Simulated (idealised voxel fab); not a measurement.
Process module, titled voxel capacitor over wiring
Section cut is 220 nm wide and gridded with 5 nm square cells.
Heads up, the way a cross-section reads in here is a grid of square cells, handed over as bands from the top down, with every band being one or more rows of cells.
Band entry format. Leading values: height of top, height of bottom, nm. Remainder: materials in left-to-right order, each with its width in nm. Special words: "full width" on a single material, which then fills the band edge to edge; "air", empty space.
All heights in this document are referenced to 0, defined as the level beneath which the wafer, as received, consists entirely of one material. The lowest band is not bounded below; it extends indefinitely downward and is written in the form "from 0 down".
Width spec "30 to 40" -> top row of cells at first value, bottom row at second value, equal per-row change in between.
For the purposes of this document, the phrase "nothing got changed" attached to a step denotes that no cell within the cross-section was modified by that step.
Heads up: "Enclosed void list" only lists the empty pockets with no open path to the top that are 8 cells or more, and it writes them as width x height at distance, distance from the left edge, in nm.
Text after the settings on a step's line: the simulator's own remark on that step.
overlay nm, on a step with a mask: how far to the right of its planned place the mask lay; to the left if negative

THIS SECTION LISTS THE PROCESS STEPS THAT WERE PLANNED
1: op RECEIVE | material Si
2: op CONFORMAL_DEP | material SiO2 | thk nm 10
3: op DIRECTIONAL_DEP | material TiN | thk nm 5
4: op DIRECTIONAL_DEP | material Ru | thk nm 15
5: op DIRECTIONAL_DEP | material aC | thk nm 15
6: op PATTERN | tone cover | mask id METAL_1 | material resist | width nm 30 | pitch nm 90 | thk nm 35 | overlay nm 0
7: op DIRECTIONAL_ETCH | etch materials aC | depth nm 15
8: op STRIP | etch materials resist
9: op DIRECTIONAL_ETCH | etch materials Ru | depth nm 15
10: op DIRECTIONAL_ETCH | etch materials TiN | depth nm 5
11: op STRIP | etch materials aC
12: op CONFORMAL_DEP | material SiN | thk nm 5
13: op FILL_DEP | material lowk | thk nm 5
14: op CMP | height nm 30
15: op CONFORMAL_DEP | material SiCN | thk nm 5
16: op DIRECTIONAL_DEP | material SiO2 | thk nm 10
17: op PATTERN | tone open | mask id PLUG_1 | material resist | width nm 15 | thk nm 15 | overlay nm 0
18: op DIRECTIONAL_ETCH | etch materials SiO2 | depth nm 10
19: op DIRECTIONAL_ETCH | etch materials SiCN | depth nm 5
20: op STRIP | etch materials resist
21: op CONFORMAL_DEP | material TiN | thk nm 5
22: op FILL_DEP | material Cu | thk nm 5
23: op CMP | height nm 45
24: op DIRECTIONAL_DEP | material TiN | thk nm 10
25: op DIRECTIONAL_DEP | material SiN | thk nm 5
26: op DIRECTIONAL_DEP | material TiN | thk nm 5
27: op MASKED_ETCH | tone cover | mask id UPPER_PLATE | width nm 65 | etch materials TiN | depth nm 5 | overlay nm 0
28: op MASKED_ETCH | tone cover | mask id UPPER_PLATE | width nm 65 | etch materials SiN | depth nm 5 | overlay nm 0
29: op DIRECTIONAL_DEP | material aC | thk nm 15
30: op PATTERN | tone cover | mask id LOWER_PLATE | material resist | width nm 75 | thk nm 35 | overlay nm 0
31: op DIRECTIONAL_ETCH | etch materials aC | depth nm 15
32: op STRIP | etch materials resist
33: op DIRECTIONAL_ETCH | etch materials TiN | depth nm 10
34: op STRIP | etch materials aC
35: op FILL_DEP | material SiO2 | thk nm 15
36: op CMP | height nm 75
37: op MASKED_ETCH | tone open | mask id PLUG_2 | width nm 15 | etch materials SiO2 | depth nm 10 | overlay nm 0
38: op CONFORMAL_DEP | material TiN | thk nm 5
39: op FILL_DEP | material Ru | thk nm 5
40: op CMP | height nm 75
41: op CONFORMAL_DEP | material SiCN | thk nm 5

HERE'S WHAT THE WAFER LOOKED LIKE IN CROSS-SECTION WHEN IT ARRIVED - THAT'S AFTER STEP 1
> from 0 down: Si full width
> Enclosed void list: none

WAFER AT MODULE END, IN SECTION. BEGAN AS ABOVE, PLANNED AS ABOVE, RUN WITH ONE MISTAKE
> from 80 to 75: SiCN full width
> from 75 to 70: SiO2=75, TiN=5, Ru=5, TiN=5, SiO2=130
> from 70 to 60: SiO2=75 to 70, TiN=15 to 60, SiO2=130 to 90
> from 60 to 55: SiO2=65, SiN=65, SiO2=90
> from 55 to 45: SiO2=60, TiN=75, SiO2=85
> from 45 to 35: SiO2=65, TiN=5, Cu=5, TiN=5, SiO2=140
> from 35 to 30: SiCN=65, TiN=15, SiCN=140
> from 30 to 15: lowk=45, SiN=5, Ru=30, SiN=5, lowk=50, SiN=5, Ru=30, SiN=5, lowk=45
> from 15 to 10: SiN=50, TiN=30, SiN=60, TiN=30, SiN=50
> from 10 to 0: SiO2 full width
> from 0 down: Si full width
> Enclosed void list: none
What was done differently from what was planned? step 27 deviated from plan and actually ran as op MASKED_ETCH | tone cover | mask id UPPER_PLATE | width nm 60 | etch materials TiN | depth nm 5 | overlay nm 0
